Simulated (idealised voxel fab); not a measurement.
The process module presented herein is designated voxel transistor to metal.
This is section cut - it's 175 nm across, gridded in 5 nm square cells.
Cross-section = grid of square cells, listed top down in bands; band = one or more rows.
A band entry consists of two parts. The first gives the height of the band's top and the height of its bottom, in nm. The rest lists the band's materials from left to right, each with its width in nm. A single material labelled with the word "everywhere" fills the band from edge to edge, and the word "blank" marks empty space.
Heights are measured from 0, the level below which the as-received wafer is all one material; the lowest band has no bottom and continues downward, written as in "0 and below".
It should be noted that a width expressed as "30->40" varies in equal increments from row to row of cells within the band, taking the value of the first number at the top row and that of the second number at the bottom row.
Take "no modifications" at face value: in the step it is given for, the cross-section changed in none of its cells.
What "Trapped void list" gives you is every empty space of 8 cells or more that is cut off from the top. Each appears as width x height at distance, with the distance taken from the left edge and width, height and distance all in nm.
On a step's line, text after the settings is the simulator commenting on that step.
The "overlay nm" setting may appear on a step's line; for a step that uses a mask, it gives how far to the right of its planned position the mask lay, and a negative value indicates the left.

The process steps that were planned are listed below:
1,RECEIVE | material Si
2,CONFORMAL_DEP | material SiO2 | thk nm 5
3,CONFORMAL_DEP | material SiN | thk nm 10
4,PATTERN | tone cover | mask id ACTIVE | material resist | width nm 115 | thk nm 15 | overlay nm 0
5,DIRECTIONAL_ETCH | etch materials SiN | depth nm 10
6,DIRECTIONAL_ETCH | etch materials SiO2 | depth nm 5
7,DIRECTIONAL_ETCH | etch materials Si | depth nm 30
8,STRIP | etch materials resist
9,FILL_DEP | material SiO2 | thk nm 10
10,CMP | height nm 15
11,SELECTIVE_ETCH | etch materials SiO2 | depth nm 5
12,STRIP | etch materials SiN
13,SELECTIVE_ETCH | etch materials SiO2 | depth nm 5
14,OXIDIZE | depth nm 5
15,DIRECTIONAL_DEP | material polySi | thk nm 25
16,DIRECTIONAL_DEP | material SiCN | thk nm 10
17,DIRECTIONAL_DEP | material aC | thk nm 15
18,PATTERN | tone cover | mask id GATE | material resist | width nm 25 | thk nm 30 | overlay nm 0
19,DIRECTIONAL_ETCH | etch materials aC | depth nm 15
20,STRIP | etch materials resist
21,DIRECTIONAL_ETCH | etch materials SiCN | depth nm 20
22,DIRECTIONAL_ETCH | etch materials polySi | depth nm 35
23,STRIP | etch materials aC
24,CONFORMAL_DEP | material SiO2 | thk nm 5
25,DIRECTIONAL_ETCH | etch materials SiO2 | depth nm 5
26,CONFORMAL_DEP | material SiN | thk nm 10
27,DIRECTIONAL_ETCH | etch materials SiN | depth nm 10
28,DIRECTIONAL_ETCH | etch materials SiO2 | depth nm 5
29,EPI | material SiGe | thk nm 5
30,FILL_DEP | material SiO2 | thk nm 5
31,CMP | height nm 25
32,STRIP | etch materials polySi
33,SELECTIVE_ETCH | etch materials SiO2 | depth nm 5
34,CONFORMAL_DEP | material HfO2 | thk nm 5
35,CONFORMAL_DEP | material TiN | thk nm 5
36,FILL_DEP | material W | thk nm 5
37,CMP | height nm 20
38,DIRECTIONAL_DEP | material SiO2 | thk nm 15
39,DIRECTIONAL_DEP | material aC | thk nm 10
40,PATTERN | tone open | mask id CONTACT | material resist | width nm 15 | pitch nm 80 | thk nm 25 | overlay nm 0
41,DIRECTIONAL_ETCH | etch materials aC | depth nm 10
42,STRIP | etch materials resist
43,DIRECTIONAL_ETCH | etch materials SiO2 | depth nm 35
44,STRIP | etch materials aC
45,CONFORMAL_DEP | material TiN | thk nm 5
46,FILL_DEP | material Ru | thk nm 5
47,CMP | height nm 35
48,CONFORMAL_DEP | material SiN | thk nm 5
49,DIRECTIONAL_DEP | material SiO2 | thk nm 15
50,MASKED_ETCH | tone open | mask id METAL_1 | width nm 15 | pitch nm 80 | etch materials SiO2 | depth nm 15 | overlay nm 0
51,MASKED_ETCH | tone open | mask id METAL_1 | width nm 15 | pitch nm 80 | etch materials SiN | depth nm 5 | overlay nm 0
52,CONFORMAL_DEP | material TiN | thk nm 5
53,FILL_DEP | material Cu | thk nm 10
54,CMP | height nm 55
55,EPI | material Ru | thk nm 5
56,FILL_DEP | material SiCN | thk nm 5
57,DIRECTIONAL_DEP | material SiO2 | thk nm 30
58,MASKED_ETCH | tone open | mask id METAL_2 | width nm 15 | pitch nm 80 | etch materials SiO2 | depth nm 20 | overlay nm 0
59,PATTERN | tone open | mask id METAL_2_HOLES | material resist | width nm 15 | pitch nm 80 | thk nm 20 | overlay nm 0
60,DIRECTIONAL_ETCH | etch materials SiO2 | depth nm 10
61,DIRECTIONAL_ETCH | etch materials SiCN | depth nm 5
62,STRIP | etch materials resist
63,CONFORMAL_DEP | material TiN | thk nm 5
64,FILL_DEP | material Cu | thk nm 10
65,CMP | height nm 95
66,CONFORMAL_DEP | material SiCN | thk nm 5

As-received wafer cross-section (after step 1):
* 0 and below  Si everywhere
* Trapped void list: none

End-of-module cross-section. Starting structure and process plan as above; one mistake made in running it:
* 100 down to 95  SiCN everywhere
* 95 down to 65  40 SiO2  5 TiN  5 Cu  5 TiN  65 SiO2  5 TiN  5 Cu  5 TiN  40 SiO2
* 65 down to 60  40 SiCN  15 TiN  65 SiCN  15 TiN  40 SiCN
* 60 down to 55  35 SiCN  25 Ru  55 SiCN  25 Ru  35 SiCN
* 55 down to 40  40 SiO2  5 TiN  5 Cu  5 TiN  65 SiO2  5 TiN  5 Cu  5 TiN  40 SiO2
* 40 down to 35  40 SiN  15 TiN  65 SiN  15 TiN  40 SiN
* 35 down to 25  40 SiO2  5 TiN  5 Ru  5 TiN  65 SiO2  5 TiN  5 Ru  5 TiN  40 SiO2
* 25 down to 20  40 SiO2  15 TiN  65 SiO2  15 TiN  40 SiO2
* 20 down to 10  70 W  5 TiN  5 HfO2  15 SiN  5 HfO2  5 TiN  70 W
* 10 down to 5  30 TiN  40 W  5 TiN  5 HfO2  15 SiN  5 HfO2  5 TiN  40 W  30 TiN
* 5 down to 0  25 HfO2  50 TiN  5 HfO2  15 SiN  5 HfO2  50 TiN  25 HfO2
* 0 down to -5  20 SiO2  60 HfO2  15 SiO2  60 HfO2  20 SiO2
* -5 down to -30  30 SiO2  115 Si  30 SiO2
* -30 and below  Si everywhere
* Trapped void list: none
what went wrong: step 18 ran as: PATTERN | tone open | mask id GATE | material resist | width nm 25 | thk nm 30 | overlay nm 0
